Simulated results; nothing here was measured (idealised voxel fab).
process module | voxel wiring stack
cross-section cut | 210 nm wide | cells 5 nm
A cross-section is a grid of square cells, given in bands from the top down. A band is one or more rows of cells.
Each band's line starts with the height of the band's top and of its bottom, in nm. Then come its materials from left to right, each with its width in nm. One material with "throughout" fills the band from edge to edge. "air" is empty space.
Height 0 is the level under which the wafer as received is all one material. The lowest band goes on downwards, as in "0 down".
A width such as "30 to 40" changes by the same amount from each row of cells to the next, from the band's top row to its bottom row.
"no change" after a step means that no cell of the cross-section changed.
closed voids: empty space of 8 cells or more with no open way to the top, each as width x height at its distance from the left edge, in nm
after a step's settings: what the simulator itself notes on the step
overlay nm, on a step with a mask: how far to the right of its planned place the mask lay; to the left if negative
plan
1 op RECEIVE | material Si
2 op CONFORMAL_DEP | material SiO2 | thk nm 15
3 op DIRECTIONAL_DEP | material TiN | thk nm 5
4 op DIRECTIONAL_DEP | material W | thk nm 20
5 op MASKED_ETCH | tone cover | mask id METAL_1 | width nm 20 | pitch nm 35 | etch materials W | depth nm 20 | overlay nm 0
6 op MASKED_ETCH | tone cover | mask id METAL_1 | width nm 20 | pitch nm 35 | etch materials TiN | depth nm 5 | overlay nm 0
7 op CONFORMAL_DEP | material SiN | thk nm 5
8 op FILL_DEP | material SiO2 | thk nm 5
9 op CMP | height nm 40
10 op CONFORMAL_DEP | material SiCN | thk nm 5
11 op DIRECTIONAL_DEP | material SiO2 | thk nm 35
12 op MASKED_ETCH | tone open | mask id METAL_2 | width nm 20 | pitch nm 35 | etch materials SiO2 | depth nm 20 | overlay nm 0
13 op MASKED_ETCH | tone open | mask id METAL_2_HOLES | width nm 15 | etch materials SiO2 | depth nm 15 | overlay nm 0
14 op MASKED_ETCH | tone open | mask id METAL_2_HOLES | width nm 15 | etch materials SiCN | depth nm 5 | overlay nm 0
15 op CONFORMAL_DEP | material TiN | thk nm 5
16 op FILL_DEP | material Cu | thk nm 5
17 op CMP | height nm 80
18 op CONFORMAL_DEP | material SiCN | thk nm 5
19 op DIRECTIONAL_DEP | material SiO2 | thk nm 10
20 op MASKED_ETCH | tone open | mask id PLUG_2 | width nm 15 | pitch nm 35 | etch materials SiO2 | depth nm 10 | overlay nm 0
21 op MASKED_ETCH | tone open | mask id PLUG_2 | width nm 15 | pitch nm 35 | etch materials SiCN | depth nm 5 | overlay nm 0
22 op EPI | material Ru | thk nm 10
23 op EPI | material Ru | thk nm 5
24 op CONFORMAL_DEP | material SiN | thk nm 5
25 op DIRECTIONAL_DEP | material SiO2 | thk nm 15
26 op PATTERN | tone open | mask id METAL_3 | material resist | width nm 20 | pitch nm 35 | thk nm 20 | overlay nm 0
27 op DIRECTIONAL_ETCH | etch materials SiO2 | depth nm 15
28 op DIRECTIONAL_ETCH | etch materials SiN | depth nm 5
29 op STRIP | etch materials resist
30 op CONFORMAL_DEP | material TiN | thk nm 5
31 op FILL_DEP | material W | thk nm 10
32 op CMP | height nm 115
33 op CONFORMAL_DEP | material SiCN | thk nm 5
34 op DIRECTIONAL_DEP | material SiO2 | thk nm 35
35 op PATTERN | tone open | mask id METAL_4 | material resist | width nm 20 | pitch nm 35 | thk nm 20 | overlay nm 0
36 op DIRECTIONAL_ETCH | etch materials SiO2 | depth nm 20
37 op STRIP | etch materials resist
38 op DIRECTIONAL_DEP | material aC | thk nm 10
39 op PATTERN | tone open | mask id METAL_4_HOLES | material resist | width nm 15 | pitch nm 35 | thk nm 25 | overlay nm 0
40 op DIRECTIONAL_ETCH | etch materials aC | depth nm 10
41 op STRIP | etch materials resist
42 op DIRECTIONAL_ETCH | etch materials SiO2 | depth nm 15
43 op DIRECTIONAL_ETCH | etch materials SiCN | depth nm 5
44 op STRIP | etch materials aC
45 op CONFORMAL_DEP | material TiN | thk nm 5
46 op FILL_DEP | material Cu | thk nm 10
47 op CMP | height nm 155
48 op CONFORMAL_DEP | material SiCN | thk nm 5
first wafer, as planned
as received, after step 1
  0 down: Si throughout
  closed voids: none
after step 2
  15 to 0: SiO2 throughout
  below 0: unchanged
after step 3
  20 to 15: TiN throughout
  below 15: unchanged
after step 4
  40 to 20: W throughout
  below 20: unchanged
after step 5
  40 to 20: air 75 | W 20 | air 15 | W 20 | air 80
  below 20: unchanged
after step 6
  40 to 20: air 75 | W 20 | air 15 | W 20 | air 80
  20 to 15: air 75 | TiN 20 | air 15 | TiN 20 | air 80
  below 15: unchanged
after step 7
  45 to 40: air 70 | SiN 30 | air 5 | SiN 30 | air 75
  40 to 20: air 70 | SiN 5 | W 20 | SiN 5 | air 5 | SiN 5 | W 20 | SiN 5 | air 75
  20 to 15: SiN 75 | TiN 20 | SiN 15 | TiN 20 | SiN 80
  below 15: unchanged
after step 8
  50 to 45: SiO2 throughout
  45 to 40: SiO2 70 | SiN 30 | SiO2 5 | SiN 30 | SiO2 75
  40 to 20: SiO2 70 | SiN 5 | W 20 | SiN 5 | SiO2 5 | SiN 5 | W 20 | SiN 5 | SiO2 75
  below 20: unchanged
after step 9
  40 to 20: SiO2 70 | SiN 5 | W 20 | SiN 5 | SiO2 5 | SiN 5 | W 20 | SiN 5 | SiO2 75
  below 20: unchanged
after step 10
  45 to 40: SiCN throughout
  below 40: unchanged
after step 11
  80 to 45: SiO2 throughout
  below 45: unchanged
after step 12
  80 to 60: SiO2 75 | air 20 | SiO2 15 | air 20 | SiO2 80
  below 60: unchanged
after step 13
  80 to 60: SiO2 75 | air 20 | SiO2 15 | air 20 | SiO2 80
  60 to 45: SiO2 75 | air 15 | SiO2 120
  below 45: unchanged
after step 14
  80 to 60: SiO2 75 | air 20 | SiO2 15 | air 20 | SiO2 80
  60 to 45: SiO2 75 | air 15 | SiO2 120
  45 to 40: SiCN 75 | air 15 | SiCN 120
  below 40: unchanged
after step 15
  85 to 80: TiN 80 | air 10 | TiN 25 | air 10 | TiN 85
  80 to 65: SiO2 75 | TiN 5 | air 10 | TiN 5 | SiO2 15 | TiN 5 | air 10 | TiN 5 | SiO2 80
  65 to 60: SiO2 75 | TiN 5 | air 5 | TiN 10 | SiO2 15 | TiN 20 | SiO2 80
  60 to 45: SiO2 75 | TiN 5 | air 5 | TiN 5 | SiO2 120
  45 to 40: SiCN 75 | TiN 15 | SiCN 120
  below 40: unchanged
after step 16
  90 to 85: Cu throughout
  85 to 80: TiN 80 | Cu 10 | TiN 25 | Cu 10 | TiN 85
  80 to 65: SiO2 75 | TiN 5 | Cu 10 | TiN 5 | SiO2 15 | TiN 5 | Cu 10 | TiN 5 | SiO2 80
  65 to 60: SiO2 75 | TiN 5 | Cu 5 | TiN 10 | SiO2 15 | TiN 20 | SiO2 80
  60 to 45: SiO2 75 | TiN 5 | Cu 5 | TiN 5 | SiO2 120
  below 45: unchanged
after step 17
  80 to 65: SiO2 75 | TiN 5 | Cu 10 | TiN 5 | SiO2 15 | TiN 5 | Cu 10 | TiN 5 | SiO2 80
  below 65: unchanged
after step 18
  85 to 80: SiCN throughout
  below 80: unchanged
after step 19
  95 to 85: SiO2 throughout
  below 85: unchanged
after step 20
  95 to 85: SiO2 75 | air 15 | SiO2 20 | air 15 | SiO2 85
  below 85: unchanged
after step 21
  95 to 85: SiO2 75 | air 15 | SiO2 20 | air 15 | SiO2 85
  85 to 80: SiCN 75 | air 15 | SiCN 20 | air 15 | SiCN 85
  below 80: unchanged
after step 22
  95 to 90: SiO2 75 | air 15 | SiO2 20 | air 15 | SiO2 85
  90 to 85: SiO2 75 | Ru 15 | SiO2 20 | Ru 15 | SiO2 85
  85 to 80: SiCN 75 | Ru 15 | SiCN 20 | Ru 15 | SiCN 85
  below 80: unchanged
after step 23
  95 to 85: SiO2 75 | Ru 15 | SiO2 20 | Ru 15 | SiO2 85
  below 85: unchanged
after step 24
  100 to 95: SiN throughout
  below 95: unchanged
after step 25
  115 to 100: SiO2 throughout
  below 100: unchanged
after step 26
  135 to 115: resist 75 | air 20 | resist 15 | air 20 | resist 80
  below 115: unchanged
after step 27
  135 to 115: resist 75 | air 20 | resist 15 | air 20 | resist 80
  115 to 100: SiO2 75 | air 20 | SiO2 15 | air 20 | SiO2 80
  below 100: unchanged
after step 28
  135 to 115: resist 75 | air 20 | resist 15 | air 20 | resist 80
  115 to 100: SiO2 75 | air 20 | SiO2 15 | air 20 | SiO2 80
  100 to 95: SiN 75 | air 20 | SiN 15 | air 20 | SiN 80
  below 95: unchanged
after step 29
  115 to 100: SiO2 75 | air 20 | SiO2 15 | air 20 | SiO2 80
  below 100: unchanged
after step 30
  120 to 115: TiN 80 | air 10 | TiN 25 | air 10 | TiN 85
  115 to 100: SiO2 75 | TiN 5 | air 10 | TiN 5 | SiO2 15 | TiN 5 | air 10 | TiN 5 | SiO2 80
  100 to 95: SiN 75 | TiN 20 | SiN 15 | TiN 20 | SiN 80
  below 95: unchanged
after step 31
  130 to 120: W throughout
  120 to 115: TiN 80 | W 10 | TiN 25 | W 10 | TiN 85
  115 to 100: SiO2 75 | TiN 5 | W 10 | TiN 5 | SiO2 15 | TiN 5 | W 10 | TiN 5 | SiO2 80
  below 100: unchanged
after step 32
  115 to 100: SiO2 75 | TiN 5 | W 10 | TiN 5 | SiO2 15 | TiN 5 | W 10 | TiN 5 | SiO2 80
  below 100: unchanged
after step 33
  120 to 115: SiCN throughout
  below 115: unchanged
after step 34
  155 to 120: SiO2 throughout
  below 120: unchanged
after step 35
  175 to 155: resist 75 | air 20 | resist 15 | air 20 | resist 80
  below 155: unchanged
after step 36
  175 to 155: resist 75 | air 20 | resist 15 | air 20 | resist 80
  155 to 135: SiO2 75 | air 20 | SiO2 15 | air 20 | SiO2 80
  below 135: unchanged
after step 37
  155 to 135: SiO2 75 | air 20 | SiO2 15 | air 20 | SiO2 80
  below 135: unchanged
after step 38
  165 to 155: aC 75 | air 20 | aC 15 | air 20 | aC 80
  155 to 145: SiO2 75 | air 20 | SiO2 15 | air 20 | SiO2 80
  145 to 135: SiO2 75 | aC 20 | SiO2 15 | aC 20 | SiO2 80
  below 135: unchanged
after step 39
  190 to 165: resist 75 | air 15 | resist 20 | air 15 | resist 85
  165 to 155: aC 75 | air 15 | resist 5 | aC 15 | air 15 | resist 5 | aC 80
  155 to 145: SiO2 75 | air 15 | resist 5 | SiO2 15 | air 15 | resist 5 | SiO2 80
  below 145: unchanged
after step 40
  180 to 165: resist 75 | air 15 | resist 20 | air 15 | resist 85
  165 to 155: aC 75 | air 15 | resist 5 | aC 15 | air 15 | resist 5 | aC 80
  155 to 145: SiO2 75 | air 15 | resist 5 | SiO2 15 | air 15 | resist 5 | SiO2 80
  145 to 135: SiO2 75 | air 15 | aC 5 | SiO2 15 | air 15 | aC 5 | SiO2 80
  below 135: unchanged
after step 41
  165 to 155: aC 75 | air 20 | aC 15 | air 20 | aC 80
  155 to 145: SiO2 75 | air 20 | SiO2 15 | air 20 | SiO2 80
  below 145: unchanged
after step 42
  165 to 155: aC 75 | air 20 | aC 15 | air 20 | aC 80
  155 to 145: SiO2 75 | air 20 | SiO2 15 | air 20 | SiO2 80
  145 to 135: SiO2 75 | air 15 | aC 5 | SiO2 15 | air 15 | aC 5 | SiO2 80
  135 to 120: SiO2 75 | air 15 | SiO2 20 | air 15 | SiO2 85
  below 120: unchanged
after step 43
  165 to 155: aC 75 | air 20 | aC 15 | air 20 | aC 80
  155 to 145: SiO2 75 | air 20 | SiO2 15 | air 20 | SiO2 80
  145 to 135: SiO2 75 | air 15 | aC 5 | SiO2 15 | air 15 | aC 5 | SiO2 80
  135 to 120: SiO2 75 | air 15 | SiO2 20 | air 15 | SiO2 85
  120 to 115: SiCN 75 | air 15 | SiCN 20 | air 15 | SiCN 85
  below 115: unchanged
after step 44
  155 to 135: SiO2 75 | air 20 | SiO2 15 | air 20 | SiO2 80
  below 135: unchanged
after step 45
  160 to 155: TiN 80 | air 10 | TiN 25 | air 10 | TiN 85
  155 to 140: SiO2 75 | TiN 5 | air 10 | TiN 5 | SiO2 15 | TiN 5 | air 10 | TiN 5 | SiO2 80
  140 to 135: SiO2 75 | TiN 5 | air 5 | TiN 10 | SiO2 15 | TiN 5 | air 5 | TiN 10 | SiO2 80
  135 to 120: SiO2 75 | TiN 5 | air 5 | TiN 5 | SiO2 20 | TiN 5 | air 5 | TiN 5 | SiO2 85
  120 to 115: SiCN 75 | TiN 15 | SiCN 20 | TiN 15 | SiCN 85
  below 115: unchanged
after step 46
  170 to 160: Cu throughout
  160 to 155: TiN 80 | Cu 10 | TiN 25 | Cu 10 | TiN 85
  155 to 140: SiO2 75 | TiN 5 | Cu 10 | TiN 5 | SiO2 15 | TiN 5 | Cu 10 | TiN 5 | SiO2 80
  140 to 135: SiO2 75 | TiN 5 | Cu 5 | TiN 10 | SiO2 15 | TiN 5 | Cu 5 | TiN 10 | SiO2 80
  135 to 120: SiO2 75 | TiN 5 | Cu 5 | TiN 5 | SiO2 20 | TiN 5 | Cu 5 | TiN 5 | SiO2 85
  below 120: unchanged
after step 47
  155 to 140: SiO2 75 | TiN 5 | Cu 10 | TiN 5 | SiO2 15 | TiN 5 | Cu 10 | TiN 5 | SiO2 80
  below 140: unchanged
after step 48
  160 to 155: SiCN throughout
  below 155: unchanged
second wafer: like start, like plan, one mistake. Through step 4 it matches the first wafer
when step 5 should have ended
  40 to 20: W 75 | air 20 | W 15 | air 20 | W 80
  below 20: unchanged
when step 6 should have ended: no change
when step 7 should have ended
  45 to 40: SiN 80 | air 10 | SiN 25 | air 10 | SiN 85
  40 to 25: W 75 | SiN 5 | air 10 | SiN 5 | W 15 | SiN 5 | air 10 | SiN 5 | W 80
  25 to 20: W 75 | SiN 20 | W 15 | SiN 20 | W 80
  below 20: unchanged
when step 8 should have ended
  50 to 45: SiO2 throughout
  45 to 40: SiN 80 | SiO2 10 | SiN 25 | SiO2 10 | SiN 85
  40 to 25: W 75 | SiN 5 | SiO2 10 | SiN 5 | W 15 | SiN 5 | SiO2 10 | SiN 5 | W 80
  below 25: unchanged
when step 9 should have ended
  40 to 25: W 75 | SiN 5 | SiO2 10 | SiN 5 | W 15 | SiN 5 | SiO2 10 | SiN 5 | W 80
  below 25: unchanged
when step 10 should have ended
  45 to 40: SiCN throughout
  below 40: unchanged
when step 11 should have ended
  80 to 45: SiO2 throughout
  below 45: unchanged
when step 12 should have ended
  80 to 60: SiO2 75 | air 20 | SiO2 15 | air 20 | SiO2 80
  below 60: unchanged
when step 13 should have ended
  80 to 60: SiO2 75 | air 20 | SiO2 15 | air 20 | SiO2 80
  60 to 45: SiO2 75 | air 15 | SiO2 120
  below 45: unchanged
when step 14 should have ended
  80 to 60: SiO2 75 | air 20 | SiO2 15 | air 20 | SiO2 80
  60 to 45: SiO2 75 | air 15 | SiO2 120
  45 to 40: SiCN 75 | air 15 | SiCN 120
  below 40: unchanged
when step 15 should have ended
  85 to 80: TiN 80 | air 10 | TiN 25 | air 10 | TiN 85
  80 to 65: SiO2 75 | TiN 5 | air 10 | TiN 5 | SiO2 15 | TiN 5 | air 10 | TiN 5 | SiO2 80
  65 to 60: SiO2 75 | TiN 5 | air 5 | TiN 10 | SiO2 15 | TiN 20 | SiO2 80
  60 to 45: SiO2 75 | TiN 5 | air 5 | TiN 5 | SiO2 120
  45 to 40: SiCN 75 | TiN 15 | SiCN 120
  below 40: unchanged
when step 16 should have ended
  90 to 85: Cu throughout
  85 to 80: TiN 80 | Cu 10 | TiN 25 | Cu 10 | TiN 85
  80 to 65: SiO2 75 | TiN 5 | Cu 10 | TiN 5 | SiO2 15 | TiN 5 | Cu 10 | TiN 5 | SiO2 80
  65 to 60: SiO2 75 | TiN 5 | Cu 5 | TiN 10 | SiO2 15 | TiN 20 | SiO2 80
  60 to 45: SiO2 75 | TiN 5 | Cu 5 | TiN 5 | SiO2 120
  below 45: unchanged
when step 17 should have ended
  80 to 65: SiO2 75 | TiN 5 | Cu 10 | TiN 5 | SiO2 15 | TiN 5 | Cu 10 | TiN 5 | SiO2 80
  below 65: unchanged
when step 18 should have ended
  85 to 80: SiCN throughout
  below 80: unchanged
when step 19 should have ended
  95 to 85: SiO2 throughout
  below 85: unchanged
when step 20 should have ended
  95 to 85: SiO2 75 | air 15 | SiO2 20 | air 15 | SiO2 85
  below 85: unchanged
when step 21 should have ended
  95 to 85: SiO2 75 | air 15 | SiO2 20 | air 15 | SiO2 85
  85 to 80: SiCN 75 | air 15 | SiCN 20 | air 15 | SiCN 85
  below 80: unchanged
when step 22 should have ended
  95 to 90: SiO2 75 | air 15 | SiO2 20 | air 15 | SiO2 85
  90 to 85: SiO2 75 | Ru 15 | SiO2 20 | Ru 15 | SiO2 85
  85 to 80: SiCN 75 | Ru 15 | SiCN 20 | Ru 15 | SiCN 85
  below 80: unchanged
when step 23 should have ended
  95 to 85: SiO2 75 | Ru 15 | SiO2 20 | Ru 15 | SiO2 85
  below 85: unchanged
when step 24 should have ended
  100 to 95: SiN throughout
  below 95: unchanged
when step 25 should have ended
  115 to 100: SiO2 throughout
  below 100: unchanged
when step 26 should have ended
  135 to 115: resist 75 | air 20 | resist 15 | air 20 | resist 80
  below 115: unchanged
when step 27 should have ended
  135 to 115: resist 75 | air 20 | resist 15 | air 20 | resist 80
  115 to 100: SiO2 75 | air 20 | SiO2 15 | air 20 | SiO2 80
  below 100: unchanged
when step 28 should have ended
  135 to 115: resist 75 | air 20 | resist 15 | air 20 | resist 80
  115 to 100: SiO2 75 | air 20 | SiO2 15 | air 20 | SiO2 80
  100 to 95: SiN 75 | air 20 | SiN 15 | air 20 | SiN 80
  below 95: unchanged
when step 29 should have ended
  115 to 100: SiO2 75 | air 20 | SiO2 15 | air 20 | SiO2 80
  below 100: unchanged
when step 30 should have ended
  120 to 115: TiN 80 | air 10 | TiN 25 | air 10 | TiN 85
  115 to 100: SiO2 75 | TiN 5 | air 10 | TiN 5 | SiO2 15 | TiN 5 | air 10 | TiN 5 | SiO2 80
  100 to 95: SiN 75 | TiN 20 | SiN 15 | TiN 20 | SiN 80
  below 95: unchanged
when step 31 should have ended
  130 to 120: W throughout
  120 to 115: TiN 80 | W 10 | TiN 25 | W 10 | TiN 85
  115 to 100: SiO2 75 | TiN 5 | W 10 | TiN 5 | SiO2 15 | TiN 5 | W 10 | TiN 5 | SiO2 80
  below 100: unchanged
when step 32 should have ended
  115 to 100: SiO2 75 | TiN 5 | W 10 | TiN 5 | SiO2 15 | TiN 5 | W 10 | TiN 5 | SiO2 80
  below 100: unchanged
when step 33 should have ended
  120 to 115: SiCN throughout
  below 115: unchanged
when step 34 should have ended
  155 to 120: SiO2 throughout
  below 120: unchanged
when step 35 should have ended
  175 to 155: resist 75 | air 20 | resist 15 | air 20 | resist 80
  below 155: unchanged
when step 36 should have ended
  175 to 155: resist 75 | air 20 | resist 15 | air 20 | resist 80
  155 to 135: SiO2 75 | air 20 | SiO2 15 | air 20 | SiO2 80
  below 135: unchanged
when step 37 should have ended
  155 to 135: SiO2 75 | air 20 | SiO2 15 | air 20 | SiO2 80
  below 135: unchanged
when step 38 should have ended
  165 to 155: aC 75 | air 20 | aC 15 | air 20 | aC 80
  155 to 145: SiO2 75 | air 20 | SiO2 15 | air 20 | SiO2 80
  145 to 135: SiO2 75 | aC 20 | SiO2 15 | aC 20 | SiO2 80
  below 135: unchanged
when step 39 should have ended
  190 to 165: resist 75 | air 15 | resist 20 | air 15 | resist 85
  165 to 155: aC 75 | air 15 | resist 5 | aC 15 | air 15 | resist 5 | aC 80
  155 to 145: SiO2 75 | air 15 | resist 5 | SiO2 15 | air 15 | resist 5 | SiO2 80
  below 145: unchanged
when step 40 should have ended
  180 to 165: resist 75 | air 15 | resist 20 | air 15 | resist 85
  165 to 155: aC 75 | air 15 | resist 5 | aC 15 | air 15 | resist 5 | aC 80
  155 to 145: SiO2 75 | air 15 | resist 5 | SiO2 15 | air 15 | resist 5 | SiO2 80
  145 to 135: SiO2 75 | air 15 | aC 5 | SiO2 15 | air 15 | aC 5 | SiO2 80
  below 135: unchanged
when step 41 should have ended
  165 to 155: aC 75 | air 20 | aC 15 | air 20 | aC 80
  155 to 145: SiO2 75 | air 20 | SiO2 15 | air 20 | SiO2 80
  below 145: unchanged
when step 42 should have ended
  165 to 155: aC 75 | air 20 | aC 15 | air 20 | aC 80
  155 to 145: SiO2 75 | air 20 | SiO2 15 | air 20 | SiO2 80
  145 to 135: SiO2 75 | air 15 | aC 5 | SiO2 15 | air 15 | aC 5 | SiO2 80
  135 to 120: SiO2 75 | air 15 | SiO2 20 | air 15 | SiO2 85
  below 120: unchanged
when step 43 should have ended
  165 to 155: aC 75 | air 20 | aC 15 | air 20 | aC 80
  155 to 145: SiO2 75 | air 20 | SiO2 15 | air 20 | SiO2 80
  145 to 135: SiO2 75 | air 15 | aC 5 | SiO2 15 | air 15 | aC 5 | SiO2 80
  135 to 120: SiO2 75 | air 15 | SiO2 20 | air 15 | SiO2 85
  120 to 115: SiCN 75 | air 15 | SiCN 20 | air 15 | SiCN 85
  below 115: unchanged
when step 44 should have ended
  155 to 135: SiO2 75 | air 20 | SiO2 15 | air 20 | SiO2 80
  below 135: unchanged
when step 45 should have ended
  160 to 155: TiN 80 | air 10 | TiN 25 | air 10 | TiN 85
  155 to 140: SiO2 75 | TiN 5 | air 10 | TiN 5 | SiO2 15 | TiN 5 | air 10 | TiN 5 | SiO2 80
  140 to 135: SiO2 75 | TiN 5 | air 5 | TiN 10 | SiO2 15 | TiN 5 | air 5 | TiN 10 | SiO2 80
  135 to 120: SiO2 75 | TiN 5 | air 5 | TiN 5 | SiO2 20 | TiN 5 | air 5 | TiN 5 | SiO2 85
  120 to 115: SiCN 75 | TiN 15 | SiCN 20 | TiN 15 | SiCN 85
  below 115: unchanged
when step 46 should have ended
  170 to 160: Cu throughout
  160 to 155: TiN 80 | Cu 10 | TiN 25 | Cu 10 | TiN 85
  155 to 140: SiO2 75 | TiN 5 | Cu 10 | TiN 5 | SiO2 15 | TiN 5 | Cu 10 | TiN 5 | SiO2 80
  140 to 135: SiO2 75 | TiN 5 | Cu 5 | TiN 10 | SiO2 15 | TiN 5 | Cu 5 | TiN 10 | SiO2 80
  135 to 120: SiO2 75 | TiN 5 | Cu 5 | TiN 5 | SiO2 20 | TiN 5 | Cu 5 | TiN 5 | SiO2 85
  below 120: unchanged
when step 47 should have ended
  155 to 140: SiO2 75 | TiN 5 | Cu 10 | TiN 5 | SiO2 15 | TiN 5 | Cu 10 | TiN 5 | SiO2 80
  below 140: unchanged
when step 48 should have ended
  160 to 155: SiCN throughout
  below 155: unchanged
what went wrong: step 5 ran as: op MASKED_ETCH | tone open | mask id METAL_1 | width nm 20 | pitch nm 35 | etch materials W | depth nm 20 | overlay nm 0
at the end the second wafer has, in cells: 30 fewer of SiN | 108 fewer of SiO2 | 34 more of TiN | 104 more of W
